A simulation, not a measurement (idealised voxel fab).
Documented hereafter: the process module known as voxel lift off.
Displayed cross-section: cut, width of 295 nm, square cells sized 5 nm.
Notation: cross-section as square-cell grid; stated in bands, top first, going down; one or more cell rows per band.
It is stipulated that each band's entry specify, in nanometres, the height of the top of the band and then that of its bottom, followed by the materials of the band in left-to-right sequence, each together with its width in nanometres. A single material marked by the word "edge to edge" is understood to fill the band from edge to edge; the word "air" is understood to denote empty space.
For the purposes of this specification, 0 denotes the height below which the wafer in its as-received condition is composed wholly of one material, and the lowermost band, lacking a lower limit, extends downward without end, as expressed in "z 0 and below".
The expression "30..40" gives the width at the extremes of the band, the first number at its top row of cells and the second at its bottom row, with the width changing by equal amounts from each row to the next in between.
The designation "nothing changed", where it is given for a processing step, indicates that no cell of the cross-section was altered in the course of that step.
Under "Enclosed void entries" you'll find the enclosed gaps, the ones with no way out to the top, that are 8 cells or bigger; each reads width x height at distance, with distance counted from the left edge, everything in nm.
Where a step's line continues beyond its settings, the continuation is a remark by the simulator itself on that step.
Each step line may optionally specify "overlay nm", which for a step with a mask gives the rightward distance between the mask's planned place and where it lay, a negative value indicating the leftward direction.

### Listed below are the process steps as planned
- 1: RECEIVE, material Si
- 2: CONFORMAL_DEP, material SiN, thk nm 15
- 3: PATTERN, tone open, mask id LINES, material resist, width nm 20, pitch nm 35, thk nm 30, overlay nm 0
- 4: DIRECTIONAL_DEP, material Ru, thk nm 15
- 5: STRIP, etch materials resist
- 6: CONFORMAL_DEP, material SiN, thk nm 5

### First of two wafers: run as planned

### Cross-section of the incoming wafer, state after step 1
> z 0 and below  Si edge to edge
> Enclosed void entries: none

### after step 2
> z 15 to 0  SiN edge to edge
> Under the height 0 nothing was changed.

### after step 3
> z 45 to 15  resist (120); air (20); resist (15); air (20); resist (120)
> Under the height 15 nothing was changed.

### after step 4
> z 60 to 45  Ru (120); air (20); Ru (15); air (20); Ru (120)
> z 45 to 30  resist (120); air (20); resist (15); air (20); resist (120)
> z 30 to 15  resist (120); Ru (20); resist (15); Ru (20); resist (120)
> Under the height 15 nothing was changed.

### after step 5
> z 30 to 15  air (120); Ru (20); air (15); Ru (20); air (120)
> Under the height 15 nothing was changed.

### after step 6
> z 35 to 30  air (115); SiN (30); air (5); SiN (30); air (115)
> z 30 to 20  air (115); SiN (5); Ru (20); SiN (5); air (5); SiN (5); Ru (20); SiN (5); air (115)
> z 20 to 15  SiN (120); Ru (20); SiN (15); Ru (20); SiN (120)
> Under the height 15 nothing was changed.

### Second wafer, same starting state and plan as the first, one mistake in the run, identical through step 2

### Second wafer at the planned finish of step 3, seen in cross-section
> z 45 to 15  air (120); resist (20); air (15); resist (20); air (120)
> Under the height 15 nothing was changed.

### Second wafer at the planned finish of step 4, seen in cross-section
> z 60 to 45  air (120); Ru (20); air (15); Ru (20); air (120)
> z 45 to 30  air (120); resist (20); air (15); resist (20); air (120)
> z 30 to 15  Ru (120); resist (20); Ru (15); resist (20); Ru (120)
> Under the height 15 nothing was changed.

### Second wafer at the planned finish of step 5, seen in cross-section
> z 30 to 15  Ru (120); air (20); Ru (15); air (20); Ru (120)
> Under the height 15 nothing was changed.

### Second wafer at the planned finish of step 6, seen in cross-section
> z 35 to 30  SiN (125); air (10); SiN (25); air (10); SiN (125)
> z 30 to 20  Ru (120); SiN (5); air (10); SiN (5); Ru (15); SiN (5); air (10); SiN (5); Ru (120)
> z 20 to 15  Ru (120); SiN (20); Ru (15); SiN (20); Ru (120)
> Under the height 15 nothing was changed.
Which mistake was made when the wafer was run? the process deviated at step 3: the operation and settings actually run there were PATTERN, tone cover, mask id LINES, material resist, width nm 20, pitch nm 35, thk nm 30, overlay nm 0
Final comparison by cell count, materials where the second wafer has more or fewer than the first: 129 more of Ru
